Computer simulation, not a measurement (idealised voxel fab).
process module | voxel air gaps
cross-section cut | 255 nm wide | cells 5 nm
A cross-section is a grid of square cells, given in bands from the top down. A band is one or more rows of cells.
Each band's line starts with the height of the band's top and of its bottom, in nm. Then come its materials from left to right, each with its width in nm. One material with "throughout" fills the band from edge to edge. "air" is empty space.
Height 0 is the level under which the wafer as received is all one material. The lowest band goes on downwards, as in "0 down".
A width such as "30 to 40" changes by the same amount from each row of cells to the next, from the band's top row to its bottom row.
"no change" after a step means that no cell of the cross-section changed.
closed voids: empty space of 8 cells or more with no open way to the top, each as width x height at its distance from the left edge, in nm
after a step's settings: what the simulator itself notes on the step
overlay nm, on a step with a mask: how far to the right of its planned place the mask lay; to the left if negative
plan
1 op RECEIVE | material Si
2 op CONFORMAL_DEP | material SiO2 | thk nm 15
3 op CONFORMAL_DEP | material SiN | thk nm 5
4 op DIRECTIONAL_DEP | material lowk | thk nm 35
5 op DIRECTIONAL_DEP | material aC | thk nm 10
6 op PATTERN | tone open | mask id LINES | material resist | width nm 25 | pitch nm 55 | thk nm 25 | overlay nm 0
7 op DIRECTIONAL_ETCH | etch materials aC | depth nm 10
8 op STRIP | etch materials resist
9 op DIRECTIONAL_ETCH | etch materials lowk | depth nm 35
10 op STRIP | etch materials aC
11 op CONFORMAL_DEP | material TiN | thk nm 5
12 op FILL_DEP | material W | thk nm 5
13 op CMP | height nm 55
14 op EPI | material Ru | thk nm 10
15 op SELECTIVE_ETCH | etch materials lowk | depth nm 45
16 op CONFORMAL_DEP | material SiN | thk nm 5
first wafer, as planned
as received, after step 1
  0 down: Si throughout
  closed voids: none
after step 2
  15 to 0: SiO2 throughout
  below 0: unchanged
after step 3
  20 to 15: SiN throughout
  below 15: unchanged
after step 4
  55 to 20: lowk throughout
  below 20: unchanged
after step 5
  65 to 55: aC throughout
  below 55: unchanged
after step 6
  90 to 65: resist 60 | air 25 | resist 30 | air 25 | resist 30 | air 25 | resist 60
  below 65: unchanged
after step 7
  80 to 65: resist 60 | air 25 | resist 30 | air 25 | resist 30 | air 25 | resist 60
  65 to 55: aC 60 | air 25 | aC 30 | air 25 | aC 30 | air 25 | aC 60
  below 55: unchanged
after step 8
  65 to 55: aC 60 | air 25 | aC 30 | air 25 | aC 30 | air 25 | aC 60
  below 55: unchanged
after step 9
  65 to 55: aC 60 | air 25 | aC 30 | air 25 | aC 30 | air 25 | aC 60
  55 to 20: lowk 60 | air 25 | lowk 30 | air 25 | lowk 30 | air 25 | lowk 60
  below 20: unchanged
after step 10
  55 to 20: lowk 60 | air 25 | lowk 30 | air 25 | lowk 30 | air 25 | lowk 60
  below 20: unchanged
after step 11
  60 to 55: TiN 65 | air 15 | TiN 40 | air 15 | TiN 40 | air 15 | TiN 65
  55 to 25: lowk 60 | TiN 5 | air 15 | TiN 5 | lowk 30 | TiN 5 | air 15 | TiN 5 | lowk 30 | TiN 5 | air 15 | TiN 5 | lowk 60
  25 to 20: lowk 60 | TiN 25 | lowk 30 | TiN 25 | lowk 30 | TiN 25 | lowk 60
  below 20: unchanged
after step 12
  65 to 60: W throughout
  60 to 55: TiN 65 | W 15 | TiN 40 | W 15 | TiN 40 | W 15 | TiN 65
  55 to 25: lowk 60 | TiN 5 | W 15 | TiN 5 | lowk 30 | TiN 5 | W 15 | TiN 5 | lowk 30 | TiN 5 | W 15 | TiN 5 | lowk 60
  below 25: unchanged
after step 13
  55 to 25: lowk 60 | TiN 5 | W 15 | TiN 5 | lowk 30 | TiN 5 | W 15 | TiN 5 | lowk 30 | TiN 5 | W 15 | TiN 5 | lowk 60
  below 25: unchanged
after step 14
  65 to 55: air 50 | Ru 45 | air 10 | Ru 45 | air 10 | Ru 45 | air 50
  below 55: unchanged
after step 15
  65 to 55: air 50 | Ru 45 | air 10 | Ru 45 | air 10 | Ru 45 | air 50
  55 to 25: air 60 | TiN 5 | W 15 | TiN 5 | air 30 | TiN 5 | W 15 | TiN 5 | air 30 | TiN 5 | W 15 | TiN 5 | air 60
  25 to 20: air 60 | TiN 25 | air 30 | TiN 25 | air 30 | TiN 25 | air 60
  below 20: unchanged
after step 16
  70 to 65: air 45 | SiN 165 | air 45
  65 to 55: air 45 | SiN 5 | Ru 45 | SiN 10 | Ru 45 | SiN 10 | Ru 45 | SiN 5 | air 45
  55 to 50: air 45 | SiN 15 | TiN 5 | W 15 | TiN 5 | SiN 30 | TiN 5 | W 15 | TiN 5 | SiN 30 | TiN 5 | W 15 | TiN 5 | SiN 15 | air 45
  50 to 25: air 55 | SiN 5 | TiN 5 | W 15 | TiN 5 | SiN 5 | air 20 | SiN 5 | TiN 5 | W 15 | TiN 5 | SiN 5 | air 20 | SiN 5 | TiN 5 | W 15 | TiN 5 | SiN 5 | air 55
  25 to 20: SiN 60 | TiN 25 | SiN 30 | TiN 25 | SiN 30 | TiN 25 | SiN 60
  below 20: unchanged
  closed voids: 20 x 25 at 90; 20 x 25 at 145
second wafer: like start, like plan, one mistake. Through step 11 it matches the first wafer
when step 12 should have ended
  65 to 60: Ru throughout
  60 to 55: TiN 65 | Ru 15 | TiN 40 | Ru 15 | TiN 40 | Ru 15 | TiN 65
  55 to 25: lowk 60 | TiN 5 | Ru 15 | TiN 5 | lowk 30 | TiN 5 | Ru 15 | TiN 5 | lowk 30 | TiN 5 | Ru 15 | TiN 5 | lowk 60
  below 25: unchanged
when step 13 should have ended
  55 to 25: lowk 60 | TiN 5 | Ru 15 | TiN 5 | lowk 30 | TiN 5 | Ru 15 | TiN 5 | lowk 30 | TiN 5 | Ru 15 | TiN 5 | lowk 60
  below 25: unchanged
when step 14 should have ended
  65 to 55: air 50 | Ru 45 | air 10 | Ru 45 | air 10 | Ru 45 | air 50
  below 55: unchanged
when step 15 should have ended
  65 to 55: air 50 | Ru 45 | air 10 | Ru 45 | air 10 | Ru 45 | air 50
  55 to 25: air 60 | TiN 5 | Ru 15 | TiN 5 | air 30 | TiN 5 | Ru 15 | TiN 5 | air 30 | TiN 5 | Ru 15 | TiN 5 | air 60
  25 to 20: air 60 | TiN 25 | air 30 | TiN 25 | air 30 | TiN 25 | air 60
  below 20: unchanged
when step 16 should have ended
  70 to 65: air 45 | SiN 165 | air 45
  65 to 55: air 45 | SiN 5 | Ru 45 | SiN 10 | Ru 45 | SiN 10 | Ru 45 | SiN 5 | air 45
  55 to 50: air 45 | SiN 15 | TiN 5 | Ru 15 | TiN 5 | SiN 30 | TiN 5 | Ru 15 | TiN 5 | SiN 30 | TiN 5 | Ru 15 | TiN 5 | SiN 15 | air 45
  50 to 25: air 55 | SiN 5 | TiN 5 | Ru 15 | TiN 5 | SiN 5 | air 20 | SiN 5 | TiN 5 | Ru 15 | TiN 5 | SiN 5 | air 20 | SiN 5 | TiN 5 | Ru 15 | TiN 5 | SiN 5 | air 55
  25 to 20: SiN 60 | TiN 25 | SiN 30 | TiN 25 | SiN 30 | TiN 25 | SiN 60
  below 20: unchanged
  closed voids: 20 x 25 at 90; 20 x 25 at 145
what went wrong: step 12 ran as: op FILL_DEP | material Ru | thk nm 5
at the end the second wafer has, in cells: 54 more of Ru | 54 fewer of W
